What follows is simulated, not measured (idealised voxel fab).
The process module that follows is named voxel spacer lines.
The cross-section on display is named cut; it measures 290 nm wide, and its cells are 5 nm squares.
Cross-section format: a grid of square cells, given as bands from top to bottom; each band is one or more rows of cells. In this notation a band is specified by the heights of its top and bottom, in that order and in nm, after which its materials appear from left to right, each paired with its width in nm. The word "all across" attached to a single material means that material fills the band from edge to edge; the word "blank" stands for empty space. The reference from which all heights are counted is 0, the level beneath which the as-received wafer is entirely one material; the lowest band, having no lower bound, proceeds downward and is written after the example "0 down". Note: "30->40" means the width goes from the first number (top row of the band) to the second number (bottom row) in equal steps per row of cells. "nothing altered" for a step: no cell of the cross-section changed in that step. For the entry "Sealed internal voids", the listed items are empty spaces with no open way to the top whose size is 8 cells or more; each item follows the pattern width x height at distance, where distance is from the left edge and all three are in nm. That trailing text on a step's line, after the settings, is the simulator's own remark on the step. overlay nm: on a step with a mask, how far right of its planned place the mask lay; negative means left.
Process steps foreseen in the plan:
| 1 | RECEIVE, material Si |
| 2 | CONFORMAL_DEP, material Al2O3, thk nm 10 |
| 3 | DIRECTIONAL_DEP, material W, thk nm 15 |
| 4 | DIRECTIONAL_DEP, material aC, thk nm 25 |
| 5 | PATTERN, tone cover, mask id MANDREL, material resist, width nm 25, pitch nm 80, thk nm 30, overlay nm 0 |
| 6 | DIRECTIONAL_ETCH, etch materials aC, depth nm 25 |
| 7 | STRIP, etch materials resist |
| 8 | CONFORMAL_DEP, material SiN, thk nm 15 |
| 9 | DIRECTIONAL_ETCH, etch materials SiN, depth nm 15 |
| 10 | STRIP, etch materials aC |
| 11 | DIRECTIONAL_ETCH, etch materials W, depth nm 15 |
| 12 | STRIP, etch materials SiN |
Delivered wafer in cross-section: state after step 1:
    0 down  Si all across
    Sealed internal voids: none
First wafer at the end, as planned:
    25 to 10  blank: 75 / W: 15 / blank: 25 / W: 15 / blank: 25 / W: 15 / blank: 25 / W: 15 / blank: 80
    10 to 0  Al2O3 all across
    0 down  Si all across
    Sealed internal voids: none
End-of-module cross-section of the second wafer: identical starting point and process plan to the first, with one processing mistake:
    25 to 10  blank: 80 / W: 15 / blank: 20 / W: 15 / blank: 30 / W: 15 / blank: 20 / W: 15 / blank: 80
    10 to 0  Al2O3 all across
    0 down  Si all across
    Sealed internal voids: none
It is concluded that the wafer was processed incorrectly with respect to the plan, in that heads up, step 5 didn't go per plan, it actually ran as PATTERN, tone cover, mask id MANDREL, material resist, width nm 20, pitch nm 80, thk nm 30, overlay nm 0
In the final comparison it is observed that the number of cells assigned to each material is identical for the two wafers, whereas their placement is not.
